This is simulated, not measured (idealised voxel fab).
Process module, titled voxel gate over fins
We display cut, a cross-section 175 nm in width whose square cells are each 5 nm.
When this document writes out a cross-section, it uses a grid of square cells and lists it as bands, beginning at the top and moving down, with a band standing for one or more rows of cells.
Heights first: top, then bottom, in nm. Then materials, left to right, each with a width in nm. "everywhere" on a single material: fills the band edge to edge. "air": empty space.
A quick word on heights: they are counted from 0, and under that level the wafer as it came to us is one material throughout. The lowest band is different from the rest in having no bottom; it simply continues downward, written as in "0 -> down".
When a width is written as two numbers, as in "30..40", the first number is the width in the top row of cells of the band and the second is the width in its bottom row, and the width changes by the same amount from each row to the next.
"nothing different" after a step means that no cell of the cross-section changed.
Sealed void list: empty space of 8 cells or more with no open way to the top, each as width x height at its distance from the left edge, in nm
Post-settings text on a step line: simulator's own remark regarding the step.
"overlay nm" on a masked step: distance the mask lay right of its planned place, negative for left.

Listed below are the process steps as planned:
| 1 | op RECEIVE | material Si |
| 2 | op CONFORMAL_DEP | material SiN | thk nm 10 |
| 3 | op MASKED_ETCH | tone cover | mask id FINS | width nm 15 | pitch nm 35 | etch materials SiN | depth nm 10 | overlay nm 0 |
| 4 | op MASKED_ETCH | tone cover | mask id FINS | width nm 15 | pitch nm 35 | etch materials Si | depth nm 40 | overlay nm 0 |
| 5 | op FILL_DEP | material SiO2 | thk nm 10 |
| 6 | op CMP | height nm 10 |
| 7 | op SELECTIVE_ETCH | etch materials SiO2 | depth nm 20 |
| 8 | op STRIP | etch materials SiN |
| 9 | op CONFORMAL_DEP | material HfO2 | thk nm 5 |
| 10 | op CONFORMAL_DEP | material TiN | thk nm 5 |
| 11 | op CONFORMAL_DEP | material TiAl | thk nm 5 |
| 12 | op CONFORMAL_DEP | material TiN | thk nm 5 |
| 13 | op FILL_DEP | material W | thk nm 10 |
| 14 | op CMP | height nm 25 |
| 15 | op CONFORMAL_DEP | material SiN | thk nm 10 |

Incoming wafer, cross-sectional view, post step 1:
> 0 -> down = Si everywhere
> Sealed void list: none

The first of two wafers, cross-sectioned at the end of the module, with the run proceeding as planned:
> 35 -> 25 = SiN everywhere
> 25 -> 20 = W everywhere
> 20 -> 15 = W 40 nm  TiN 90 nm  W 45 nm
> 15 -> 10 = W 40 nm  TiN 5 nm  TiAl 80 nm  TiN 5 nm  W 45 nm
> 10 -> 5 = TiN 45 nm  TiAl 5 nm  TiN 70 nm  TiAl 5 nm  TiN 50 nm
> 5 -> 0 = TiAl 50 nm  TiN 5 nm  HfO2 25 nm  TiN 10 nm  HfO2 25 nm  TiN 5 nm  TiAl 55 nm
> 0 -> -5 = TiN 55 nm  HfO2 5 nm  Si 15 nm  HfO2 5 nm  TiN 10 nm  HfO2 5 nm  Si 15 nm  HfO2 5 nm  TiN 60 nm
> -5 -> -10 = HfO2 60 nm  Si 15 nm  HfO2 20 nm  Si 15 nm  HfO2 65 nm
> -10 -> -40 = SiO2 60 nm  Si 15 nm  SiO2 20 nm  Si 15 nm  SiO2 65 nm
> -40 -> down = Si everywhere
> Sealed void list: none

Presented here is a cross-section of the second of the two wafers as it stood at the end of the module. It was started in the same manner and assigned the same plan as the first wafer; however, one mistake was made in its execution:
> 35 -> 25 = SiN everywhere
> 25 -> 15 = W everywhere
> 15 -> 10 = W 45 nm  TiN 80 nm  W 50 nm
> 10 -> 5 = W 45 nm  TiN 5 nm  TiAl 70 nm  TiN 5 nm  W 50 nm
> 5 -> 0 = TiN 50 nm  TiAl 5 nm  TiN 25 nm  TiAl 10 nm  TiN 25 nm  TiAl 5 nm  TiN 55 nm
> 0 -> -5 = TiAl 55 nm  TiN 5 nm  Si 15 nm  TiN 5 nm  TiAl 10 nm  TiN 5 nm  Si 15 nm  TiN 5 nm  TiAl 60 nm
> -5 -> -10 = TiN 60 nm  Si 15 nm  TiN 20 nm  Si 15 nm  TiN 65 nm
> -10 -> -40 = SiO2 60 nm  Si 15 nm  SiO2 20 nm  Si 15 nm  SiO2 65 nm
> -40 -> down = Si everywhere
> Sealed void list: none
So what did we get wrong on this run? step 9 of the plan did not run at all; it was left out
Heads up, by the end the second wafer has more or fewer cells of some materials compared to the first: 43 fewer of HfO2; 4 more of TiAl; 39 more of W
